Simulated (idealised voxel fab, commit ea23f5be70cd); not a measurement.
process module | voxel trench capacitor
cross-section cut | 160 nm wide | cells 5 nm
A cross-section is a grid of square cells, given in bands from the top down. A band is one or more rows of cells.
Each band's line starts with the height of the band's top and of its bottom, in nm. Then come its materials from left to right, each with its width in nm. One material with "throughout" fills the band from edge to edge. "air" is empty space.
Height 0 is the level under which the wafer as received is all one material. The lowest band goes on downwards, as in "0 down".
A width such as "30 to 40" changes by the same amount from each row of cells to the next, from the band's top row to its bottom row.
"no change" after a step means that no cell of the cross-section changed.
closed voids: empty space of 8 cells or more with no open way to the top, each as width x height at its distance from the left edge, in nm
after a step's settings: what the simulator itself notes on the step
overlay nm, on a step with a mask: how far to the right of its planned place the mask lay; to the left if negative
plan
1 op RECEIVE | material Si
2 op CONFORMAL_DEP | material SiN | thk nm 5
3 op DIRECTIONAL_DEP | material aC | thk nm 15
4 op PATTERN | tone open | mask id TRENCH | material resist | width nm 25 | pitch nm 45 | thk nm 35 | overlay nm 0
5 op DIRECTIONAL_ETCH | etch materials aC | depth nm 15
6 op STRIP | etch materials resist
7 op DIRECTIONAL_ETCH | etch materials SiN | depth nm 5
8 op DIRECTIONAL_ETCH | etch materials Si | depth nm 30
9 op STRIP | etch materials aC
10 op CONFORMAL_DEP | material Al2O3 | thk nm 5
11 op CONFORMAL_DEP | material TiN | thk nm 5
12 op FILL_DEP | material W | thk nm 10
13 op CMP | height nm 5
as received, after step 1
  0 down: Si throughout
  closed voids: none
a wafer at the end: this start, this plan, one mistake
  5 to 0: SiN 45 | TiN 5 | W 15 | TiN 5 | SiN 20 | TiN 5 | W 15 | TiN 5 | SiN 45
  0 to -25: Si 45 | TiN 5 | W 15 | TiN 5 | Si 20 | TiN 5 | W 15 | TiN 5 | Si 45
  -25 to -30: Si 45 | TiN 25 | Si 20 | TiN 25 | Si 45
  -30 down: Si throughout
  closed voids: none
what went wrong: step 10 was left out
